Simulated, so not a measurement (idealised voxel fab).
You're looking at the process module voxel released beams.
We display cut, a cross-section 250 nm in width whose square cells are each 5 nm.
Cross-sections here: square-cell grids, written as top-down lists of bands, a band being one or more rows of cells. What a band's entry tells you: where the top is and where the bottom is, as heights in nm, and after that what lies inside, material by material from left to right, each with its width in nm. Empty space is written as the word "air", and a single material marked with the word "throughout" occupies the band from edge to edge. All heights in this document are referenced to 0, defined as the level beneath which the wafer, as received, consists entirely of one material. The lowest band is not bounded below; it extends indefinitely downward and is written in the form "0 nm and below". Read "30 to 40" as a graded width: first number on top, second number at the bottom, same change between each pair of neighbouring rows. You'll sometimes find "changes: none" written for a step, and that's the way of saying that nowhere in the cross-section did a cell change during that step. Look at "Sealed voids" for the closed voids: empty spaces with no open path to the top, sized 8 cells or up. Each is width x height at distance, distance from the left edge, all nm. Note: text after step settings on the step line = simulator remark on that step. overlay nm: mask offset rightward from planned place, masked step; negative means leftward offset.
-- The process steps that were planned are listed below
1 RECEIVE,material Si
2 CONFORMAL_DEP,material SiN,thk nm 5
3 DIRECTIONAL_DEP,material SiO2,thk nm 10
4 MASKED_ETCH,tone open,mask id ANCHOR,width nm 40,etch materials SiO2,depth nm 10,overlay nm -15
5 CONFORMAL_DEP,material polySi,thk nm 15
6 DIRECTIONAL_DEP,material aC,thk nm 10
7 PATTERN,tone cover,mask id BEAM,material resist,width nm 115,thk nm 25,overlay nm 0
8 DIRECTIONAL_ETCH,etch materials aC,depth nm 10
9 STRIP,etch materials resist
10 DIRECTIONAL_ETCH,etch materials polySi,depth nm 15
11 STRIP,etch materials aC
12 STRIP,etch materials SiO2
Across this set of wafers, the varied parameter is the overlay nm of step 4. Starting conditions are identical for every wafer, and the plan reports the value assigned to the first wafer.
-- Cross-section of the first of several received wafers, showing its state after step 1
> 0 nm and below = Si throughout
> Sealed voids: none
-- Each row below is a wafer at the end of the module, listing for every material the number of cells it has gained (+) or lost (-) since it was received, followed by its closed voids
overlay nm -15, +50 SiN, +81 polySi, Sealed voids: none
overlay nm -10, +50 SiN, +81 polySi, Sealed voids: none
overlay nm -5, +50 SiN, +81 polySi, Sealed voids: none
overlay nm 0, +50 SiN, +81 polySi, Sealed voids: none
overlay nm 5, +50 SiN, +81 polySi, Sealed voids: none
overlay nm 10, +50 SiN, +81 polySi, Sealed voids: none
overlay nm 15, +50 SiN, +81 polySi, Sealed voids: none
